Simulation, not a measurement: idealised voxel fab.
process module | voxel wiring stack
cross-section cut | 160 nm wide | cells 5 nm
A cross-section is a grid of square cells, given in bands from the top down. A band is one or more rows of cells.
Each band's line starts with the height of the band's top and of its bottom, in nm. Then come its materials from left to right, each with its width in nm. One material with "throughout" fills the band from edge to edge. "air" is empty space.
Height 0 is the level under which the wafer as received is all one material. The lowest band goes on downwards, as in "0 down".
A width such as "30 to 40" changes by the same amount from each row of cells to the next, from the band's top row to its bottom row.
"no change" after a step means that no cell of the cross-section changed.
closed voids: empty space of 8 cells or more with no open way to the top, each as width x height at its distance from the left edge, in nm
after a step's settings: what the simulator itself notes on the step
overlay nm, on a step with a mask: how far to the right of its planned place the mask lay; to the left if negative
plan
1 op RECEIVE | material Si
2 op CONFORMAL_DEP | material SiO2 | thk nm 15
3 op CONFORMAL_DEP | material SiN | thk nm 5
4 op DIRECTIONAL_DEP | material SiO2 | thk nm 25
5 op PATTERN | tone open | mask id METAL_1 | material resist | width nm 25 | pitch nm 45 | thk nm 15 | overlay nm 0
6 op DIRECTIONAL_ETCH | etch materials SiO2 | depth nm 25
7 op DIRECTIONAL_ETCH | etch materials SiN | depth nm 5
8 op STRIP | etch materials resist
9 op CONFORMAL_DEP | material TiN | thk nm 5
10 op FILL_DEP | material Ru | thk nm 10
11 op CMP | height nm 45
12 op CONFORMAL_DEP | material SiCN | thk nm 5
13 op DIRECTIONAL_DEP | material SiO2 | thk nm 30
14 op MASKED_ETCH | tone open | mask id METAL_2 | width nm 25 | pitch nm 45 | etch materials SiO2 | depth nm 20 | overlay nm 0
15 op PATTERN | tone open | mask id METAL_2_HOLES | material resist | width nm 15 | thk nm 20 | overlay nm 0
16 op DIRECTIONAL_ETCH | etch materials SiO2 | depth nm 10
17 op DIRECTIONAL_ETCH | etch materials SiCN | depth nm 5
18 op STRIP | etch materials resist
19 op CONFORMAL_DEP | material TiN | thk nm 5
20 op FILL_DEP | material Cu | thk nm 10
21 op CMP | height nm 80
22 op CONFORMAL_DEP | material SiCN | thk nm 5
23 op DIRECTIONAL_DEP | material lowk | thk nm 10
24 op MASKED_ETCH | tone open | mask id PLUG_2 | width nm 15 | etch materials lowk | depth nm 10 | overlay nm 0
25 op MASKED_ETCH | tone open | mask id PLUG_2 | width nm 15 | etch materials SiCN | depth nm 5 | overlay nm 0
26 op CONFORMAL_DEP | material TiN | thk nm 5
27 op FILL_DEP | material Cu | thk nm 5
28 op CMP | height nm 95
29 op CONFORMAL_DEP | material SiCN | thk nm 5
30 op DIRECTIONAL_DEP | material SiO2 | thk nm 20
31 op MASKED_ETCH | tone open | mask id METAL_3 | width nm 25 | pitch nm 45 | etch materials SiO2 | depth nm 20 | overlay nm 0
32 op MASKED_ETCH | tone open | mask id METAL_3 | width nm 25 | pitch nm 45 | etch materials SiCN | depth nm 5 | overlay nm 0
33 op CONFORMAL_DEP | material TiN | thk nm 5
34 op FILL_DEP | material Cu | thk nm 5
35 op CMP | height nm 120
36 op CONFORMAL_DEP | material SiCN | thk nm 5
first wafer, as planned
as received, after step 1
  0 down: Si throughout
  closed voids: none
after step 2
  15 to 0: SiO2 throughout
  below 0: unchanged
after step 3
  20 to 15: SiN throughout
  below 15: unchanged
after step 4
  45 to 20: SiO2 throughout
  below 20: unchanged
after step 5
  60 to 45: resist 45 | air 25 | resist 20 | air 25 | resist 45
  below 45: unchanged
after step 6
  60 to 45: resist 45 | air 25 | resist 20 | air 25 | resist 45
  45 to 20: SiO2 45 | air 25 | SiO2 20 | air 25 | SiO2 45
  below 20: unchanged
after step 7
  60 to 45: resist 45 | air 25 | resist 20 | air 25 | resist 45
  45 to 20: SiO2 45 | air 25 | SiO2 20 | air 25 | SiO2 45
  20 to 15: SiN 45 | air 25 | SiN 20 | air 25 | SiN 45
  below 15: unchanged
after step 8
  45 to 20: SiO2 45 | air 25 | SiO2 20 | air 25 | SiO2 45
  below 20: unchanged
after step 9
  50 to 45: TiN 50 | air 15 | TiN 30 | air 15 | TiN 50
  45 to 20: SiO2 45 | TiN 5 | air 15 | TiN 5 | SiO2 20 | TiN 5 | air 15 | TiN 5 | SiO2 45
  20 to 15: SiN 45 | TiN 25 | SiN 20 | TiN 25 | SiN 45
  below 15: unchanged
after step 10
  60 to 50: Ru throughout
  50 to 45: TiN 50 | Ru 15 | TiN 30 | Ru 15 | TiN 50
  45 to 20: SiO2 45 | TiN 5 | Ru 15 | TiN 5 | SiO2 20 | TiN 5 | Ru 15 | TiN 5 | SiO2 45
  below 20: unchanged
after step 11
  45 to 20: SiO2 45 | TiN 5 | Ru 15 | TiN 5 | SiO2 20 | TiN 5 | Ru 15 | TiN 5 | SiO2 45
  below 20: unchanged
after step 12
  50 to 45: SiCN throughout
  below 45: unchanged
after step 13
  80 to 50: SiO2 throughout
  below 50: unchanged
after step 14
  80 to 60: SiO2 45 | air 25 | SiO2 20 | air 25 | SiO2 45
  below 60: unchanged
after step 15
  100 to 80: resist 45 | air 15 | resist 100
  80 to 60: SiO2 45 | air 15 | resist 10 | SiO2 20 | resist 25 | SiO2 45
  below 60: unchanged
after step 16
  100 to 80: resist 45 | air 15 | resist 100
  80 to 60: SiO2 45 | air 15 | resist 10 | SiO2 20 | resist 25 | SiO2 45
  60 to 50: SiO2 45 | air 15 | SiO2 100
  below 50: unchanged
after step 17
  100 to 80: resist 45 | air 15 | resist 100
  80 to 60: SiO2 45 | air 15 | resist 10 | SiO2 20 | resist 25 | SiO2 45
  60 to 50: SiO2 45 | air 15 | SiO2 100
  50 to 45: SiCN 45 | air 15 | SiCN 100
  below 45: unchanged
after step 18
  80 to 60: SiO2 45 | air 25 | SiO2 20 | air 25 | SiO2 45
  below 60: unchanged
after step 19
  85 to 80: TiN 50 | air 15 | TiN 30 | air 15 | TiN 50
  80 to 65: SiO2 45 | TiN 5 | air 15 | TiN 5 | SiO2 20 | TiN 5 | air 15 | TiN 5 | SiO2 45
  65 to 60: SiO2 45 | TiN 5 | air 5 | TiN 15 | SiO2 20 | TiN 25 | SiO2 45
  60 to 50: SiO2 45 | TiN 5 | air 5 | TiN 5 | SiO2 100
  50 to 45: SiCN 45 | TiN 15 | SiCN 100
  below 45: unchanged
after step 20
  95 to 85: Cu throughout
  85 to 80: TiN 50 | Cu 15 | TiN 30 | Cu 15 | TiN 50
  80 to 65: SiO2 45 | TiN 5 | Cu 15 | TiN 5 | SiO2 20 | TiN 5 | Cu 15 | TiN 5 | SiO2 45
  65 to 60: SiO2 45 | TiN 5 | Cu 5 | TiN 15 | SiO2 20 | TiN 25 | SiO2 45
  60 to 50: SiO2 45 | TiN 5 | Cu 5 | TiN 5 | SiO2 100
  below 50: unchanged
after step 21
  80 to 65: SiO2 45 | TiN 5 | Cu 15 | TiN 5 | SiO2 20 | TiN 5 | Cu 15 | TiN 5 | SiO2 45
  below 65: unchanged
after step 22
  85 to 80: SiCN throughout
  below 80: unchanged
after step 23
  95 to 85: lowk throughout
  below 85: unchanged
after step 24
  95 to 85: lowk 45 | air 15 | lowk 100
  below 85: unchanged
after step 25
  95 to 85: lowk 45 | air 15 | lowk 100
  85 to 80: SiCN 45 | air 15 | SiCN 100
  below 80: unchanged
after step 26
  100 to 95: TiN 50 | air 5 | TiN 105
  95 to 85: lowk 45 | TiN 5 | air 5 | TiN 5 | lowk 100
  85 to 80: SiCN 45 | TiN 15 | SiCN 100
  below 80: unchanged
after step 27
  105 to 100: Cu throughout
  100 to 95: TiN 50 | Cu 5 | TiN 105
  95 to 85: lowk 45 | TiN 5 | Cu 5 | TiN 5 | lowk 100
  below 85: unchanged
after step 28
  95 to 85: lowk 45 | TiN 5 | Cu 5 | TiN 5 | lowk 100
  below 85: unchanged
after step 29
  100 to 95: SiCN throughout
  below 95: unchanged
after step 30
  120 to 100: SiO2 throughout
  below 100: unchanged
after step 31
  120 to 100: SiO2 45 | air 25 | SiO2 20 | air 25 | SiO2 45
  below 100: unchanged
after step 32
  120 to 100: SiO2 45 | air 25 | SiO2 20 | air 25 | SiO2 45
  100 to 95: SiCN 45 | air 25 | SiCN 20 | air 25 | SiCN 45
  below 95: unchanged
after step 33
  125 to 120: TiN 50 | air 15 | TiN 30 | air 15 | TiN 50
  120 to 100: SiO2 45 | TiN 5 | air 15 | TiN 5 | SiO2 20 | TiN 5 | air 15 | TiN 5 | SiO2 45
  100 to 95: SiCN 45 | TiN 25 | SiCN 20 | TiN 25 | SiCN 45
  below 95: unchanged
after step 34
  130 to 125: Cu throughout
  125 to 120: TiN 50 | Cu 15 | TiN 30 | Cu 15 | TiN 50
  120 to 100: SiO2 45 | TiN 5 | Cu 15 | TiN 5 | SiO2 20 | TiN 5 | Cu 15 | TiN 5 | SiO2 45
  below 100: unchanged
after step 35
  120 to 100: SiO2 45 | TiN 5 | Cu 15 | TiN 5 | SiO2 20 | TiN 5 | Cu 15 | TiN 5 | SiO2 45
  below 100: unchanged
after step 36
  125 to 120: SiCN throughout
  below 120: unchanged
second wafer: like start, like plan, one mistake. Through step 4 it matches the first wafer
when step 5 should have ended
  60 to 45: resist 40 | air 25 | resist 20 | air 25 | resist 50
  below 45: unchanged
when step 6 should have ended
  60 to 45: resist 40 | air 25 | resist 20 | air 25 | resist 50
  45 to 20: SiO2 40 | air 25 | SiO2 20 | air 25 | SiO2 50
  below 20: unchanged
when step 7 should have ended
  60 to 45: resist 40 | air 25 | resist 20 | air 25 | resist 50
  45 to 20: SiO2 40 | air 25 | SiO2 20 | air 25 | SiO2 50
  20 to 15: SiN 40 | air 25 | SiN 20 | air 25 | SiN 50
  below 15: unchanged
when step 8 should have ended
  45 to 20: SiO2 40 | air 25 | SiO2 20 | air 25 | SiO2 50
  below 20: unchanged
when step 9 should have ended
  50 to 45: TiN 45 | air 15 | TiN 30 | air 15 | TiN 55
  45 to 20: SiO2 40 | TiN 5 | air 15 | TiN 5 | SiO2 20 | TiN 5 | air 15 | TiN 5 | SiO2 50
  20 to 15: SiN 40 | TiN 25 | SiN 20 | TiN 25 | SiN 50
  below 15: unchanged
when step 10 should have ended
  60 to 50: Ru throughout
  50 to 45: TiN 45 | Ru 15 | TiN 30 | Ru 15 | TiN 55
  45 to 20: SiO2 40 | TiN 5 | Ru 15 | TiN 5 | SiO2 20 | TiN 5 | Ru 15 | TiN 5 | SiO2 50
  below 20: unchanged
when step 11 should have ended
  45 to 20: SiO2 40 | TiN 5 | Ru 15 | TiN 5 | SiO2 20 | TiN 5 | Ru 15 | TiN 5 | SiO2 50
  below 20: unchanged
when step 12 should have ended
  50 to 45: SiCN throughout
  below 45: unchanged
when step 13 should have ended
  80 to 50: SiO2 throughout
  below 50: unchanged
when step 14 should have ended
  80 to 60: SiO2 45 | air 25 | SiO2 20 | air 25 | SiO2 45
  below 60: unchanged
when step 15 should have ended
  100 to 80: resist 45 | air 15 | resist 100
  80 to 60: SiO2 45 | air 15 | resist 10 | SiO2 20 | resist 25 | SiO2 45
  below 60: unchanged
when step 16 should have ended
  100 to 80: resist 45 | air 15 | resist 100
  80 to 60: SiO2 45 | air 15 | resist 10 | SiO2 20 | resist 25 | SiO2 45
  60 to 50: SiO2 45 | air 15 | SiO2 100
  below 50: unchanged
when step 17 should have ended
  100 to 80: resist 45 | air 15 | resist 100
  80 to 60: SiO2 45 | air 15 | resist 10 | SiO2 20 | resist 25 | SiO2 45
  60 to 50: SiO2 45 | air 15 | SiO2 100
  50 to 45: SiCN 45 | air 15 | SiCN 100
  below 45: unchanged
when step 18 should have ended
  80 to 60: SiO2 45 | air 25 | SiO2 20 | air 25 | SiO2 45
  below 60: unchanged
when step 19 should have ended
  85 to 80: TiN 50 | air 15 | TiN 30 | air 15 | TiN 50
  80 to 65: SiO2 45 | TiN 5 | air 15 | TiN 5 | SiO2 20 | TiN 5 | air 15 | TiN 5 | SiO2 45
  65 to 60: SiO2 45 | TiN 5 | air 5 | TiN 15 | SiO2 20 | TiN 25 | SiO2 45
  60 to 50: SiO2 45 | TiN 5 | air 5 | TiN 5 | SiO2 100
  50 to 45: SiCN 45 | TiN 15 | SiCN 100
  below 45: unchanged
when step 20 should have ended
  95 to 85: Cu throughout
  85 to 80: TiN 50 | Cu 15 | TiN 30 | Cu 15 | TiN 50
  80 to 65: SiO2 45 | TiN 5 | Cu 15 | TiN 5 | SiO2 20 | TiN 5 | Cu 15 | TiN 5 | SiO2 45
  65 to 60: SiO2 45 | TiN 5 | Cu 5 | TiN 15 | SiO2 20 | TiN 25 | SiO2 45
  60 to 50: SiO2 45 | TiN 5 | Cu 5 | TiN 5 | SiO2 100
  below 50: unchanged
when step 21 should have ended
  80 to 65: SiO2 45 | TiN 5 | Cu 15 | TiN 5 | SiO2 20 | TiN 5 | Cu 15 | TiN 5 | SiO2 45
  below 65: unchanged
when step 22 should have ended
  85 to 80: SiCN throughout
  below 80: unchanged
when step 23 should have ended
  95 to 85: lowk throughout
  below 85: unchanged
when step 24 should have ended
  95 to 85: lowk 45 | air 15 | lowk 100
  below 85: unchanged
when step 25 should have ended
  95 to 85: lowk 45 | air 15 | lowk 100
  85 to 80: SiCN 45 | air 15 | SiCN 100
  below 80: unchanged
when step 26 should have ended
  100 to 95: TiN 50 | air 5 | TiN 105
  95 to 85: lowk 45 | TiN 5 | air 5 | TiN 5 | lowk 100
  85 to 80: SiCN 45 | TiN 15 | SiCN 100
  below 80: unchanged
when step 27 should have ended
  105 to 100: Cu throughout
  100 to 95: TiN 50 | Cu 5 | TiN 105
  95 to 85: lowk 45 | TiN 5 | Cu 5 | TiN 5 | lowk 100
  below 85: unchanged
when step 28 should have ended
  95 to 85: lowk 45 | TiN 5 | Cu 5 | TiN 5 | lowk 100
  below 85: unchanged
when step 29 should have ended
  100 to 95: SiCN throughout
  below 95: unchanged
when step 30 should have ended
  120 to 100: SiO2 throughout
  below 100: unchanged
when step 31 should have ended
  120 to 100: SiO2 45 | air 25 | SiO2 20 | air 25 | SiO2 45
  below 100: unchanged
when step 32 should have ended
  120 to 100: SiO2 45 | air 25 | SiO2 20 | air 25 | SiO2 45
  100 to 95: SiCN 45 | air 25 | SiCN 20 | air 25 | SiCN 45
  below 95: unchanged
when step 33 should have ended
  125 to 120: TiN 50 | air 15 | TiN 30 | air 15 | TiN 50
  120 to 100: SiO2 45 | TiN 5 | air 15 | TiN 5 | SiO2 20 | TiN 5 | air 15 | TiN 5 | SiO2 45
  100 to 95: SiCN 45 | TiN 25 | SiCN 20 | TiN 25 | SiCN 45
  below 95: unchanged
when step 34 should have ended
  130 to 125: Cu throughout
  125 to 120: TiN 50 | Cu 15 | TiN 30 | Cu 15 | TiN 50
  120 to 100: SiO2 45 | TiN 5 | Cu 15 | TiN 5 | SiO2 20 | TiN 5 | Cu 15 | TiN 5 | SiO2 45
  below 100: unchanged
when step 35 should have ended
  120 to 100: SiO2 45 | TiN 5 | Cu 15 | TiN 5 | SiO2 20 | TiN 5 | Cu 15 | TiN 5 | SiO2 45
  below 100: unchanged
when step 36 should have ended
  125 to 120: SiCN throughout
  below 120: unchanged
what went wrong: step 5 ran as: op PATTERN | tone open | mask id METAL_1 | material resist | width nm 25 | pitch nm 45 | thk nm 15 | overlay nm -5
at the end the second wafer has, in cells: as many of each material as the first, in other places
